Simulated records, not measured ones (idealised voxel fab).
Process module, titled voxel released beams
In the cross-section labelled cut, the width is 265 nm and each square cell is 5 nm.
Just so we're on the same page, the cross-sections are grids of square cells, and they're listed out in bands top to bottom, each band one or more rows deep. Top height, bottom height, nm. Materials left to right, width each, nm. Single material + "edge to edge" = fills band edge to edge. "empty" = empty. Height is counted from the level 0, under which the received wafer is composed throughout of one material. The lowest of the bands is not closed at the bottom but continues downward, in the notation "0 down". With a width like "30..40", each row of cells in the band differs from the next by the same amount, the top row carrying the first number and the bottom row the second. For the purposes of this document, the phrase "nothing altered" attached to a step denotes that no cell within the cross-section was modified by that step. In the "Sealed voids" entry, you get each enclosed empty space of 8 cells or more, one with no open way to the top, written width x height at distance, distance from the left edge, in nm. What comes after the settings on a step's line is commentary from the simulator itself on that step. overlay nm: mask right of planned place by this much (step with mask). Neg. = left. Guide to the pairs. Each holds a before and an after cross-section around one process step; the after cross-section is cut off at the lowest band that changed. Look under the pair for the step between them and its settings. Pairs can come from different runs of this module on the same starting wafer, so a pair follows on from the one above it only where its entry headed "Structure before processing" says it does.

Structure before processing:
    0 down | Si edge to edge
    Sealed voids: none

Cross-Section Thereafter:
    5 to 0 | SiN edge to edge
    For the remainder of the cross-section, below 0, there is no change.
    Sealed voids: none
Step, before to after (see cross-sections above): op CONFORMAL_DEP | material SiN | thk nm 5

Structure before processing: the pre-step structure is the one depicted after the step in the pair just above.

Cross-Section Thereafter:
    25 to 5 | SiO2 edge to edge
    For the remainder of the cross-section, below 5, there is no change.
    Sealed voids: none
Step, before to after (see cross-sections above): op DIRECTIONAL_DEP | material SiO2 | thk nm 20

Structure before processing: the pre-step structure is the one depicted after the step in the pair just above.

Cross-Section Thereafter:
    40 to 25 | aC edge to edge
    For the remainder of the cross-section, below 25, there is no change.
    Sealed voids: none
Step, before to after (see cross-sections above): op DIRECTIONAL_DEP | material aC | thk nm 15

Structure before processing: the pre-step structure is the one depicted after the step in the pair just above.

Cross-Section Thereafter:
    75 to 40 | 85 nm resist  45 nm empty  135 nm resist
    For the remainder of the cross-section, below 40, there is no change.
    Sealed voids: none
Step, before to after (see cross-sections above): op PATTERN | tone open | mask id ANCHOR | material resist | width nm 45 | thk nm 35 | overlay nm 0

Structure before processing: the pre-step structure is the one depicted after the step in the pair just above.

Cross-Section Thereafter:
    60 to 40 | 85 nm resist  45 nm empty  135 nm resist
    40 to 25 | 85 nm aC  45 nm empty  135 nm aC
    For the remainder of the cross-section, below 25, there is no change.
    Sealed voids: none
Step, before to after (see cross-sections above): op DIRECTIONAL_ETCH | etch materials aC | depth nm 15

Structure before processing: the pre-step structure is the one depicted after the step in the pair just above.

Cross-Section Thereafter:
    40 to 25 | 85 nm aC  45 nm empty  135 nm aC
    For the remainder of the cross-section, below 25, there is no change.
    Sealed voids: none
Step, before to after (see cross-sections above): op STRIP | etch materials resist

Structure before processing: the pre-step structure is the one depicted after the step in the pair just above.

Cross-Section Thereafter:
    40 to 25 | 85 nm aC  45 nm empty  135 nm aC
    25 to 5 | 85 nm SiO2  45 nm empty  135 nm SiO2
    For the remainder of the cross-section, below 5, there is no change.
    Sealed voids: none
Step, before to after (see cross-sections above): op DIRECTIONAL_ETCH | etch materials SiO2 | depth nm 20

Structure before processing: the pre-step structure is the one depicted after the step in the pair just above.

Cross-Section Thereafter:
    25 to 5 | 85 nm SiO2  45 nm empty  135 nm SiO2
    For the remainder of the cross-section, below 5, there is no change.
    Sealed voids: none
Step, before to after (see cross-sections above): op STRIP | etch materials aC

Structure before processing: the pre-step structure is the one depicted after the step in the pair just above.

Cross-Section Thereafter:
    40 to 25 | 100 nm W  15 nm empty  150 nm W
    25 to 20 | 85 nm SiO2  15 nm W  15 nm empty  15 nm W  135 nm SiO2
    20 to 5 | 85 nm SiO2  45 nm W  135 nm SiO2
    For the remainder of the cross-section, below 5, there is no change.
    Sealed voids: none
Step, before to after (see cross-sections above): op CONFORMAL_DEP | material W | thk nm 15

Structure before processing: the pre-step structure is the one depicted after the step in the pair just above.

Cross-Section Thereafter:
    50 to 40 | 100 nm aC  15 nm empty  150 nm aC
    40 to 30 | 100 nm W  15 nm empty  150 nm W
    30 to 25 | 100 nm W  15 nm aC  150 nm W
    25 to 20 | 85 nm SiO2  15 nm W  15 nm aC  15 nm W  135 nm SiO2
    For the remainder of the cross-section, below 20, there is no change.
    Sealed voids: none
Step, before to after (see cross-sections above): op DIRECTIONAL_DEP | material aC | thk nm 10

Structure before processing: the pre-step structure is the one depicted after the step in the pair just above.

Cross-Section Thereafter:
    80 to 50 | 80 nm empty  95 nm resist  90 nm empty
    50 to 40 | 100 nm aC  15 nm resist  150 nm aC
    40 to 30 | 100 nm W  15 nm resist  150 nm W
    For the remainder of the cross-section, below 30, there is no change.
    Sealed voids: none
Step, before to after (see cross-sections above): op PATTERN | tone cover | mask id BEAM | material resist | width nm 95 | thk nm 30 | overlay nm 0

Structure before processing: the pre-step structure is the one depicted after the step in the pair just above.

Cross-Section Thereafter:
    70 to 50 | 80 nm empty  95 nm resist  90 nm empty
    50 to 40 | 80 nm empty  20 nm aC  15 nm resist  60 nm aC  90 nm empty
    For the remainder of the cross-section, below 40, there is no change.
    Sealed voids: none
Step, before to after (see cross-sections above): op DIRECTIONAL_ETCH | etch materials aC | depth nm 10

Structure before processing: the pre-step structure is the one depicted after the step in the pair just above.

Cross-Section Thereafter:
    50 to 40 | 80 nm empty  20 nm aC  15 nm empty  60 nm aC  90 nm empty
    40 to 30 | 100 nm W  15 nm empty  150 nm W
    For the remainder of the cross-section, below 30, there is no change.
    Sealed voids: none
Step, before to after (see cross-sections above): op STRIP | etch materials resist

Structure before processing: the pre-step structure is the one depicted after the step in the pair just above.

Cross-Section Thereafter:
    50 to 40 | 80 nm empty  20 nm aC  15 nm empty  60 nm aC  90 nm empty
    40 to 30 | 80 nm empty  20 nm W  15 nm empty  60 nm W  90 nm empty
    30 to 25 | 80 nm empty  20 nm W  15 nm aC  60 nm W  90 nm empty
    For the remainder of the cross-section, below 25, there is no change.
    Sealed voids: none
Step, before to after (see cross-sections above): op DIRECTIONAL_ETCH | etch materials W | depth nm 15

Structure before processing: the pre-step structure is the one depicted after the step in the pair just above.

Cross-Section Thereafter:
    40 to 25 | 80 nm empty  20 nm W  15 nm empty  60 nm W  90 nm empty
    25 to 20 | 85 nm SiO2  15 nm W  15 nm empty  15 nm W  135 nm SiO2
    For the remainder of the cross-section, below 20, there is no change.
    Sealed voids: none
Step, before to after (see cross-sections above): op STRIP | etch materials aC

Structure before processing: the pre-step structure is the one depicted after the step in the pair just above.

Cross-Section Thereafter:
    40 to 25 | 80 nm empty  20 nm W  15 nm empty  60 nm W  90 nm empty
    25 to 20 | 85 nm empty  15 nm W  15 nm empty  15 nm W  135 nm empty
    20 to 5 | 85 nm empty  45 nm W  135 nm empty
    For the remainder of the cross-section, below 5, there is no change.
    Sealed voids: none
Step, before to after (see cross-sections above): op STRIP | etch materials SiO2

Structure before processing:
    0 down | Si edge to edge
    Sealed voids: none

Cross-Section Thereafter:
    20 to 0 | SiO2 edge to edge
    For the remainder of the cross-section, below 0, there is no change.
    Sealed voids: none
Step, before to after (see cross-sections above): op DIRECTIONAL_DEP | material SiO2 | thk nm 20

Structure before processing: the pre-step structure is the one depicted after the step in the pair just above.

Cross-Section Thereafter:
    35 to 20 | aC edge to edge
    For the remainder of the cross-section, below 20, there is no change.
    Sealed voids: none
Step, before to after (see cross-sections above): op DIRECTIONAL_DEP | material aC | thk nm 15

Structure before processing: the pre-step structure is the one depicted after the step in the pair just above.

Cross-Section Thereafter:
    70 to 35 | 85 nm resist  45 nm empty  135 nm resist
    For the remainder of the cross-section, below 35, there is no change.
    Sealed voids: none
Step, before to after (see cross-sections above): op PATTERN | tone open | mask id ANCHOR | material resist | width nm 45 | thk nm 35 | overlay nm 0

Structure before processing: the pre-step structure is the one depicted after the step in the pair just above.

Cross-Section Thereafter:
    55 to 35 | 85 nm resist  45 nm empty  135 nm resist
    35 to 20 | 85 nm aC  45 nm empty  135 nm aC
    For the remainder of the cross-section, below 20, there is no change.
    Sealed voids: none
Step, before to after (see cross-sections above): op DIRECTIONAL_ETCH | etch materials aC | depth nm 15

Structure before processing: the pre-step structure is the one depicted after the step in the pair just above.

Cross-Section Thereafter:
    35 to 20 | 85 nm aC  45 nm empty  135 nm aC
    For the remainder of the cross-section, below 20, there is no change.
    Sealed voids: none
Step, before to after (see cross-sections above): op STRIP | etch materials resist

Structure before processing: the pre-step structure is the one depicted after the step in the pair just above.

Cross-Section Thereafter:
    35 to 20 | 85 nm aC  45 nm empty  135 nm aC
    20 to 0 | 85 nm SiO2  45 nm empty  135 nm SiO2
    For the remainder of the cross-section, below 0, there is no change.
    Sealed voids: none
Step, before to after (see cross-sections above): op DIRECTIONAL_ETCH | etch materials SiO2 | depth nm 20

Structure before processing: the pre-step structure is the one depicted after the step in the pair just above.

Cross-Section Thereafter:
    20 to 0 | 85 nm SiO2  45 nm empty  135 nm SiO2
    For the remainder of the cross-section, below 0, there is no change.
    Sealed voids: none
Step, before to after (see cross-sections above): op STRIP | etch materials aC

Structure before processing: the pre-step structure is the one depicted after the step in the pair just above.

Cross-Section Thereafter:
    35 to 20 | 100 nm W  15 nm empty  150 nm W
    20 to 15 | 85 nm SiO2  15 nm W  15 nm empty  15 nm W  135 nm SiO2
    15 to 0 | 85 nm SiO2  45 nm W  135 nm SiO2
    For the remainder of the cross-section, below 0, there is no change.
    Sealed voids: none
Step, before to after (see cross-sections above): op CONFORMAL_DEP | material W | thk nm 15

Structure before processing: the pre-step structure is the one depicted after the step in the pair just above.

Cross-Section Thereafter:
    45 to 35 | 100 nm aC  15 nm empty  150 nm aC
    35 to 25 | 100 nm W  15 nm empty  150 nm W
    25 to 20 | 100 nm W  15 nm aC  150 nm W
    20 to 15 | 85 nm SiO2  15 nm W  15 nm aC  15 nm W  135 nm SiO2
    For the remainder of the cross-section, below 15, there is no change.
    Sealed voids: none
Step, before to after (see cross-sections above): op DIRECTIONAL_DEP | material aC | thk nm 10

Structure before processing: the pre-step structure is the one depicted after the step in the pair just above.

Cross-Section Thereafter:
    75 to 45 | 80 nm empty  95 nm resist  90 nm empty
    45 to 35 | 100 nm aC  15 nm resist  150 nm aC
    35 to 25 | 100 nm W  15 nm resist  150 nm W
    For the remainder of the cross-section, below 25, there is no change.
    Sealed voids: none
Step, before to after (see cross-sections above): op PATTERN | tone cover | mask id BEAM | material resist | width nm 95 | thk nm 30 | overlay nm 0

Structure before processing: the pre-step structure is the one depicted after the step in the pair just above.

Cross-Section Thereafter:
    65 to 45 | 80 nm empty  95 nm resist  90 nm empty
    45 to 35 | 80 nm empty  20 nm aC  15 nm resist  60 nm aC  90 nm empty
    For the remainder of the cross-section, below 35, there is no change.
    Sealed voids: none
Step, before to after (see cross-sections above): op DIRECTIONAL_ETCH | etch materials aC | depth nm 10

Structure before processing: the pre-step structure is the one depicted after the step in the pair just above.

Cross-Section Thereafter:
    45 to 35 | 80 nm empty  20 nm aC  15 nm empty  60 nm aC  90 nm empty
    35 to 25 | 100 nm W  15 nm empty  150 nm W
    For the remainder of the cross-section, below 25, there is no change.
    Sealed voids: none
Step, before to after (see cross-sections above): op STRIP | etch materials resist

Structure before processing: the pre-step structure is the one depicted after the step in the pair just above.

Cross-Section Thereafter:
    45 to 35 | 80 nm empty  20 nm aC  15 nm empty  60 nm aC  90 nm empty
    35 to 25 | 80 nm empty  20 nm W  15 nm empty  60 nm W  90 nm empty
    25 to 20 | 80 nm empty  20 nm W  15 nm aC  60 nm W  90 nm empty
    For the remainder of the cross-section, below 20, there is no change.
    Sealed voids: none
Step, before to after (see cross-sections above): op DIRECTIONAL_ETCH | etch materials W | depth nm 15

Structure before processing: the pre-step structure is the one depicted after the step in the pair just above.

Cross-Section Thereafter:
    35 to 20 | 80 nm empty  20 nm W  15 nm empty  60 nm W  90 nm empty
    20 to 15 | 85 nm SiO2  15 nm W  15 nm empty  15 nm W  135 nm SiO2
    For the remainder of the cross-section, below 15, there is no change.
    Sealed voids: none
Step, before to after (see cross-sections above): op STRIP | etch materials aC

Structure before processing: the pre-step structure is the one depicted after the step in the pair just above.

Cross-Section Thereafter:
    35 to 20 | 80 nm empty  20 nm W  15 nm empty  60 nm W  90 nm empty
    20 to 15 | 85 nm empty  15 nm W  15 nm empty  15 nm W  135 nm empty
    15 to 0 | 85 nm empty  45 nm W  135 nm empty
    For the remainder of the cross-section, below 0, there is no change.
    Sealed voids: none
Step, before to after (see cross-sections above): op STRIP | etch materials SiO2

Structure before processing:
    40 to 25 | 100 nm W  15 nm empty  150 nm W
    25 to 20 | 85 nm SiO2  15 nm W  15 nm empty  15 nm W  135 nm SiO2
    20 to 5 | 85 nm SiO2  45 nm W  135 nm SiO2
    5 to 0 | SiN edge to edge
    0 down | Si edge to edge
    Sealed voids: none

Cross-Section Thereafter:
    55 to 25 | W edge to edge
    25 to 5 | 85 nm SiO2  45 nm W  135 nm SiO2
    For the remainder of the cross-section, below 5, there is no change.
    Sealed voids: none
Step, before to after (see cross-sections above): op CONFORMAL_DEP | material W | thk nm 15

Structure before processing: the pre-step structure is the one depicted after the step in the pair just above.

Cross-Section Thereafter:
    65 to 55 | aC edge to edge
    For the remainder of the cross-section, below 55, there is no change.
    Sealed voids: none
Step, before to after (see cross-sections above): op DIRECTIONAL_DEP | material aC | thk nm 10

Structure before processing: the pre-step structure is the one depicted after the step in the pair just above.

Cross-Section Thereafter:
    95 to 65 | 80 nm empty  95 nm resist  90 nm empty
    For the remainder of the cross-section, below 65, there is no change.
    Sealed voids: none
Step, before to after (see cross-sections above): op PATTERN | tone cover | mask id BEAM | material resist | width nm 95 | thk nm 30 | overlay nm 0

Structure before processing: the pre-step structure is the one depicted after the step in the pair just above.

Cross-Section Thereafter:
    85 to 65 | 80 nm empty  95 nm resist  90 nm empty
    65 to 55 | 80 nm empty  95 nm aC  90 nm empty
    For the remainder of the cross-section, below 55, there is no change.
    Sealed voids: none
Step, before to after (see cross-sections above): op DIRECTIONAL_ETCH | etch materials aC | depth nm 10

Structure before processing: the pre-step structure is the one depicted after the step in the pair just above.

Cross-Section Thereafter:
    65 to 55 | 80 nm empty  95 nm aC  90 nm empty
    For the remainder of the cross-section, below 55, there is no change.
    Sealed voids: none
Step, before to after (see cross-sections above): op STRIP | etch materials resist

Structure before processing: the pre-step structure is the one depicted after the step in the pair just above.

Cross-Section Thereafter:
    65 to 55 | 80 nm empty  95 nm aC  90 nm empty
    55 to 40 | 80 nm empty  95 nm W  90 nm empty
    For the remainder of the cross-section, below 40, there is no change.
    Sealed voids: none
Step, before to after (see cross-sections above): op DIRECTIONAL_ETCH | etch materials W | depth nm 15

Structure before processing: the pre-step structure is the one depicted after the step in the pair just above.

Cross-Section Thereafter:
    55 to 40 | 80 nm empty  95 nm W  90 nm empty
    For the remainder of the cross-section, below 40, there is no change.
    Sealed voids: none
Step, before to after (see cross-sections above): op STRIP | etch materials aC

Structure before processing:
    20 to 0 | SiO2 edge to edge
    0 down | Si edge to edge
    Sealed voids: none

Cross-Section Thereafter:
    25 to 20 | SiN edge to edge
    For the remainder of the cross-section, below 20, there is no change.
    Sealed voids: none
Step, before to after (see cross-sections above): op CONFORMAL_DEP | material SiN | thk nm 5

Structure before processing: the pre-step structure is the one depicted after the step in the pair just above.

Cross-Section Thereafter:
    40 to 25 | aC edge to edge
    For the remainder of the cross-section, below 25, there is no change.
    Sealed voids: none
Step, before to after (see cross-sections above): op DIRECTIONAL_DEP | material aC | thk nm 15

Structure before processing: the pre-step structure is the one depicted after the step in the pair just above.

Cross-Section Thereafter:
    75 to 40 | 85 nm resist  45 nm empty  135 nm resist
    For the remainder of the cross-section, below 40, there is no change.
    Sealed voids: none
Step, before to after (see cross-sections above): op PATTERN | tone open | mask id ANCHOR | material resist | width nm 45 | thk nm 35 | overlay nm 0

Structure before processing: the pre-step structure is the one depicted after the step in the pair just above.

Cross-Section Thereafter:
    60 to 40 | 85 nm resist  45 nm empty  135 nm resist
    40 to 25 | 85 nm aC  45 nm empty  135 nm aC
    For the remainder of the cross-section, below 25, there is no change.
    Sealed voids: none
Step, before to after (see cross-sections above): op DIRECTIONAL_ETCH | etch materials aC | depth nm 15

Structure before processing: the pre-step structure is the one depicted after the step in the pair just above.

Cross-Section Thereafter:
    40 to 25 | 85 nm aC  45 nm empty  135 nm aC
    For the remainder of the cross-section, below 25, there is no change.
    Sealed voids: none
Step, before to after (see cross-sections above): op STRIP | etch materials resist

Structure before processing: the pre-step structure is the one depicted after the step in the pair just above.

Cross-Section Thereafter:
    25 to 20 | SiN edge to edge
    For the remainder of the cross-section, below 20, there is no change.
    Sealed voids: none
Step, before to after (see cross-sections above): op STRIP | etch materials aC

Structure before processing: the pre-step structure is the one depicted after the step in the pair just above.

Cross-Section Thereafter:
    40 to 25 | W edge to edge
    For the remainder of the cross-section, below 25, there is no change.
    Sealed voids: none
Step, before to after (see cross-sections above): op CONFORMAL_DEP | material W | thk nm 15

Structure before processing: the pre-step structure is the one depicted after the step in the pair just above.

Cross-Section Thereafter:
    50 to 40 | aC edge to edge
    For the remainder of the cross-section, below 40, there is no change.
    Sealed voids: none
Step, before to after (see cross-sections above): op DIRECTIONAL_DEP | material aC | thk nm 10

Structure before processing: the pre-step structure is the one depicted after the step in the pair just above.

Cross-Section Thereafter:
    80 to 50 | 80 nm empty  95 nm resist  90 nm empty
    For the remainder of the cross-section, below 50, there is no change.
    Sealed voids: none
Step, before to after (see cross-sections above): op PATTERN | tone cover | mask id BEAM | material resist | width nm 95 | thk nm 30 | overlay nm 0

Structure before processing: the pre-step structure is the one depicted after the step in the pair just above.

Cross-Section Thereafter:
    70 to 50 | 80 nm empty  95 nm resist  90 nm empty
    50 to 40 | 80 nm empty  95 nm aC  90 nm empty
    For the remainder of the cross-section, below 40, there is no change.
    Sealed voids: none
Step, before to after (see cross-sections above): op DIRECTIONAL_ETCH | etch materials aC | depth nm 10

Structure before processing: the pre-step structure is the one depicted after the step in the pair just above.

Cross-Section Thereafter:
    50 to 40 | 80 nm empty  95 nm aC  90 nm empty
    For the remainder of the cross-section, below 40, there is no change.
    Sealed voids: none
Step, before to after (see cross-sections above): op STRIP | etch materials resist

Structure before processing: the pre-step structure is the one depicted after the step in the pair just above.

Cross-Section Thereafter:
    50 to 40 | 80 nm empty  95 nm aC  90 nm empty
    40 to 25 | 80 nm empty  95 nm W  90 nm empty
    For the remainder of the cross-section, below 25, there is no change.
    Sealed voids: none
Step, before to after (see cross-sections above): op DIRECTIONAL_ETCH | etch materials W | depth nm 15

Structure before processing: the pre-step structure is the one depicted after the step in the pair just above.

Cross-Section Thereafter:
    40 to 25 | 80 nm empty  95 nm W  90 nm empty
    For the remainder of the cross-section, below 25, there is no change.
    Sealed voids: none
Step, before to after (see cross-sections above): op STRIP | etch materials aC

Structure before processing:
    25 to 5 | 85 nm SiO2  45 nm empty  135 nm SiO2
    5 to 0 | SiN edge to edge
    0 down | Si edge to edge
    Sealed voids: none

Cross-Section Thereafter:
    50 to 25 | W edge to edge
    25 to 5 | 85 nm SiO2  45 nm W  135 nm SiO2
    For the remainder of the cross-section, below 5, there is no change.
    Sealed voids: none
Step, before to after (see cross-sections above): op CONFORMAL_DEP | material W | thk nm 25

Structure before processing: the pre-step structure is the one depicted after the step in the pair just above.

Cross-Section Thereafter:
    60 to 50 | aC edge to edge
    For the remainder of the cross-section, below 50, there is no change.
    Sealed voids: none
Step, before to after (see cross-sections above): op DIRECTIONAL_DEP | material aC | thk nm 10

Structure before processing: the pre-step structure is the one depicted after the step in the pair just above.

Cross-Section Thereafter:
    90 to 60 | 80 nm empty  95 nm resist  90 nm empty
    For the remainder of the cross-section, below 60, there is no change.
    Sealed voids: none
Step, before to after (see cross-sections above): op PATTERN | tone cover | mask id BEAM | material resist | width nm 95 | thk nm 30 | overlay nm 0

Structure before processing: the pre-step structure is the one depicted after the step in the pair just above.

Cross-Section Thereafter:
    80 to 60 | 80 nm empty  95 nm resist  90 nm empty
    60 to 50 | 80 nm empty  95 nm aC  90 nm empty
    For the remainder of the cross-section, below 50, there is no change.
    Sealed voids: none
Step, before to after (see cross-sections above): op DIRECTIONAL_ETCH | etch materials aC | depth nm 10

Structure before processing: the pre-step structure is the one depicted after the step in the pair just above.

Cross-Section Thereafter:
    60 to 50 | 80 nm empty  95 nm aC  90 nm empty
    For the remainder of the cross-section, below 50, there is no change.
    Sealed voids: none
Step, before to after (see cross-sections above): op STRIP | etch materials resist

Structure before processing: the pre-step structure is the one depicted after the step in the pair just above.

Cross-Section Thereafter:
    60 to 50 | 80 nm empty  95 nm aC  90 nm empty
    50 to 35 | 80 nm empty  95 nm W  90 nm empty
    For the remainder of the cross-section, below 35, there is no change.
    Sealed voids: none
Step, before to after (see cross-sections above): op DIRECTIONAL_ETCH | etch materials W | depth nm 15

Structure before processing: the pre-step structure is the one depicted after the step in the pair just above.

Cross-Section Thereafter:
    50 to 35 | 80 nm empty  95 nm W  90 nm empty
    For the remainder of the cross-section, below 35, there is no change.
    Sealed voids: none
Step, before to after (see cross-sections above): op STRIP | etch materials aC

Structure before processing:
    50 to 40 | 100 nm aC  15 nm empty  150 nm aC
    40 to 30 | 100 nm W  15 nm empty  150 nm W
    30 to 25 | 100 nm W  15 nm aC  150 nm W
    25 to 20 | 85 nm SiO2  15 nm W  15 nm aC  15 nm W  135 nm SiO2
    20 to 5 | 85 nm SiO2  45 nm W  135 nm SiO2
    5 to 0 | SiN edge to edge
    0 down | Si edge to edge
    Sealed voids: none

Cross-Section Thereafter:
    80 to 50 | 85 nm empty  90 nm resist  90 nm empty
    50 to 40 | 100 nm aC  15 nm resist  150 nm aC
    40 to 30 | 100 nm W  15 nm resist  150 nm W
    For the remainder of the cross-section, below 30, there is no change.
    Sealed voids: none
Step, before to after (see cross-sections above): op PATTERN | tone cover | mask id BEAM | material resist | width nm 90 | thk nm 30 | overlay nm 0

Structure before processing: the pre-step structure is the one depicted after the step in the pair just above.

Cross-Section Thereafter:
    70 to 50 | 85 nm empty  90 nm resist  90 nm empty
    50 to 40 | 85 nm empty  15 nm aC  15 nm resist  60 nm aC  90 nm empty
    For the remainder of the cross-section, below 40, there is no change.
    Sealed voids: none
Step, before to after (see cross-sections above): op DIRECTIONAL_ETCH | etch materials aC | depth nm 10

Structure before processing: the pre-step structure is the one depicted after the step in the pair just above.

Cross-Section Thereafter:
    50 to 40 | 85 nm empty  15 nm aC  15 nm empty  60 nm aC  90 nm empty
    40 to 30 | 100 nm W  15 nm empty  150 nm W
    For the remainder of the cross-section, below 30, there is no change.
    Sealed voids: none
Step, before to after (see cross-sections above): op STRIP | etch materials resist

Structure before processing: the pre-step structure is the one depicted after the step in the pair just above.

Cross-Section Thereafter:
    50 to 40 | 85 nm empty  15 nm aC  15 nm empty  60 nm aC  90 nm empty
    40 to 30 | 85 nm empty  15 nm W  15 nm empty  60 nm W  90 nm empty
    30 to 25 | 85 nm empty  15 nm W  15 nm aC  60 nm W  90 nm empty
    For the remainder of the cross-section, below 25, there is no change.
    Sealed voids: none
Step, before to after (see cross-sections above): op DIRECTIONAL_ETCH | etch materials W | depth nm 15

Structure before processing: the pre-step structure is the one depicted after the step in the pair just above.

Cross-Section Thereafter:
    40 to 25 | 85 nm empty  15 nm W  15 nm empty  60 nm W  90 nm empty
    25 to 20 | 85 nm SiO2  15 nm W  15 nm empty  15 nm W  135 nm SiO2
    For the remainder of the cross-section, below 20, there is no change.
    Sealed voids: none
Step, before to after (see cross-sections above): op STRIP | etch materials aC

Structure before processing: the pre-step structure is the one depicted after the step in the pair just above.

Cross-Section Thereafter:
    40 to 25 | 85 nm empty  15 nm W  15 nm empty  60 nm W  90 nm empty
    25 to 20 | 85 nm empty  15 nm W  15 nm empty  15 nm W  135 nm empty
    20 to 5 | 85 nm empty  45 nm W  135 nm empty
    For the remainder of the cross-section, below 5, there is no change.
    Sealed voids: none
Step, before to after (see cross-sections above): op STRIP | etch materials SiO2

Structure before processing:
    50 to 40 | 100 nm aC  15 nm empty  150 nm aC
    40 to 30 | 100 nm W  15 nm empty  150 nm W
    30 to 25 | 100 nm W  15 nm aC  150 nm W
    25 to 20 | 85 nm SiO2  15 nm W  15 nm aC  15 nm W  135 nm SiO2
    20 to 5 | 85 nm SiO2  45 nm W  135 nm SiO2
    5 to 0 | SiN edge to edge
    0 down | Si edge to edge
    Sealed voids: none

Cross-Section Thereafter:
    80 to 50 | 90 nm empty  95 nm resist  80 nm empty
    50 to 40 | 100 nm aC  15 nm resist  150 nm aC
    40 to 30 | 100 nm W  15 nm resist  150 nm W
    For the remainder of the cross-section, below 30, there is no change.
    Sealed voids: none
Step, before to after (see cross-sections above): op PATTERN | tone cover | mask id BEAM | material resist | width nm 95 | thk nm 30 | overlay nm 10

Structure before processing: the pre-step structure is the one depicted after the step in the pair just above.

Cross-Section Thereafter:
    70 to 50 | 90 nm empty  95 nm resist  80 nm empty
    50 to 40 | 90 nm empty  10 nm aC  15 nm resist  70 nm aC  80 nm empty
    For the remainder of the cross-section, below 40, there is no change.
    Sealed voids: none
Step, before to after (see cross-sections above): op DIRECTIONAL_ETCH | etch materials aC | depth nm 10

Structure before processing: the pre-step structure is the one depicted after the step in the pair just above.

Cross-Section Thereafter:
    50 to 40 | 90 nm empty  10 nm aC  15 nm empty  70 nm aC  80 nm empty
    40 to 30 | 100 nm W  15 nm empty  150 nm W
    For the remainder of the cross-section, below 30, there is no change.
    Sealed voids: none
Step, before to after (see cross-sections above): op STRIP | etch materials resist

Structure before processing: the pre-step structure is the one depicted after the step in the pair just above.

Cross-Section Thereafter:
    50 to 40 | 90 nm empty  10 nm aC  15 nm empty  70 nm aC  80 nm empty
    40 to 30 | 90 nm empty  10 nm W  15 nm empty  70 nm W  80 nm empty
    30 to 25 | 90 nm empty  10 nm W  15 nm aC  70 nm W  80 nm empty
    For the remainder of the cross-section, below 25, there is no change.
    Sealed voids: none
Step, before to after (see cross-sections above): op DIRECTIONAL_ETCH | etch materials W | depth nm 15

Structure before processing: the pre-step structure is the one depicted after the step in the pair just above.

Cross-Section Thereafter:
    40 to 25 | 90 nm empty  10 nm W  15 nm empty  70 nm W  80 nm empty
    25 to 20 | 85 nm SiO2  15 nm W  15 nm empty  15 nm W  135 nm SiO2
    For the remainder of the cross-section, below 20, there is no change.
    Sealed voids: none
Step, before to after (see cross-sections above): op STRIP | etch materials aC

Structure before processing: the pre-step structure is the one depicted after the step in the pair just above.

Cross-Section Thereafter:
    40 to 25 | 90 nm empty  10 nm W  15 nm empty  70 nm W  80 nm empty
    25 to 20 | 85 nm empty  15 nm W  15 nm empty  15 nm W  135 nm empty
    20 to 5 | 85 nm empty  45 nm W  135 nm empty
    For the remainder of the cross-section, below 5, there is no change.
    Sealed voids: none
Step, before to after (see cross-sections above): op STRIP | etch materials SiO2

Structure before processing:
    5 to 0 | SiN edge to edge
    0 down | Si edge to edge
    Sealed voids: none

Cross-Section Thereafter:
    25 to 0 | SiN edge to edge
    For the remainder of the cross-section, below 0, there is no change.
    Sealed voids: none
Step, before to after (see cross-sections above): op DIRECTIONAL_DEP | material SiN | thk nm 20

Structure before processing: the pre-step structure is the one depicted after the step in the pair just above.

Cross-Section Thereafter:
    40 to 25 | aC edge to edge
    For the remainder of the cross-section, below 25, there is no change.
    Sealed voids: none
Step, before to after (see cross-sections above): op DIRECTIONAL_DEP | material aC | thk nm 15

Structure before processing: the pre-step structure is the one depicted after the step in the pair just above.

Cross-Section Thereafter:
    75 to 40 | 85 nm resist  45 nm empty  135 nm resist
    For the remainder of the cross-section, below 40, there is no change.
    Sealed voids: none
Step, before to after (see cross-sections above): op PATTERN | tone open | mask id ANCHOR | material resist | width nm 45 | thk nm 35 | overlay nm 0

Structure before processing: the pre-step structure is the one depicted after the step in the pair just above.

Cross-Section Thereafter:
    60 to 40 | 85 nm resist  45 nm empty  135 nm resist
    40 to 25 | 85 nm aC  45 nm empty  135 nm aC
    For the remainder of the cross-section, below 25, there is no change.
    Sealed voids: none
Step, before to after (see cross-sections above): op DIRECTIONAL_ETCH | etch materials aC | depth nm 15

Structure before processing: the pre-step structure is the one depicted after the step in the pair just above.

Cross-Section Thereafter:
    40 to 25 | 85 nm aC  45 nm empty  135 nm aC
    For the remainder of the cross-section, below 25, there is no change.
    Sealed voids: none
Step, before to after (see cross-sections above): op STRIP | etch materials resist

Structure before processing: the pre-step structure is the one depicted after the step in the pair just above.

Cross-Section Thereafter:
    25 to 0 | SiN edge to edge
    For the remainder of the cross-section, below 0, there is no change.
    Sealed voids: none
Step, before to after (see cross-sections above): op STRIP | etch materials aC

Structure before processing: the pre-step structure is the one depicted after the step in the pair just above.

Cross-Section Thereafter:
    40 to 25 | W edge to edge
    For the remainder of the cross-section, below 25, there is no change.
    Sealed voids: none
Step, before to after (see cross-sections above): op CONFORMAL_DEP | material W | thk nm 15

Structure before processing: the pre-step structure is the one depicted after the step in the pair just above.

Cross-Section Thereafter:
    50 to 40 | aC edge to edge
    For the remainder of the cross-section, below 40, there is no change.
    Sealed voids: none
Step, before to after (see cross-sections above): op DIRECTIONAL_DEP | material aC | thk nm 10

Structure before processing: the pre-step structure is the one depicted after the step in the pair just above.

Cross-Section Thereafter:
    80 to 50 | 80 nm empty  95 nm resist  90 nm empty
    For the remainder of the cross-section, below 50, there is no change.
    Sealed voids: none
Step, before to after (see cross-sections above): op PATTERN | tone cover | mask id BEAM | material resist | width nm 95 | thk nm 30 | overlay nm 0

Structure before processing: the pre-step structure is the one depicted after the step in the pair just above.

Cross-Section Thereafter:
    70 to 50 | 80 nm empty  95 nm resist  90 nm empty
    50 to 40 | 80 nm empty  95 nm aC  90 nm empty
    For the remainder of the cross-section, below 40, there is no change.
    Sealed voids: none
Step, before to after (see cross-sections above): op DIRECTIONAL_ETCH | etch materials aC | depth nm 10

Structure before processing: the pre-step structure is the one depicted after the step in the pair just above.

Cross-Section Thereafter:
    50 to 40 | 80 nm empty  95 nm aC  90 nm empty
    For the remainder of the cross-section, below 40, there is no change.
    Sealed voids: none
Step, before to after (see cross-sections above): op STRIP | etch materials resist
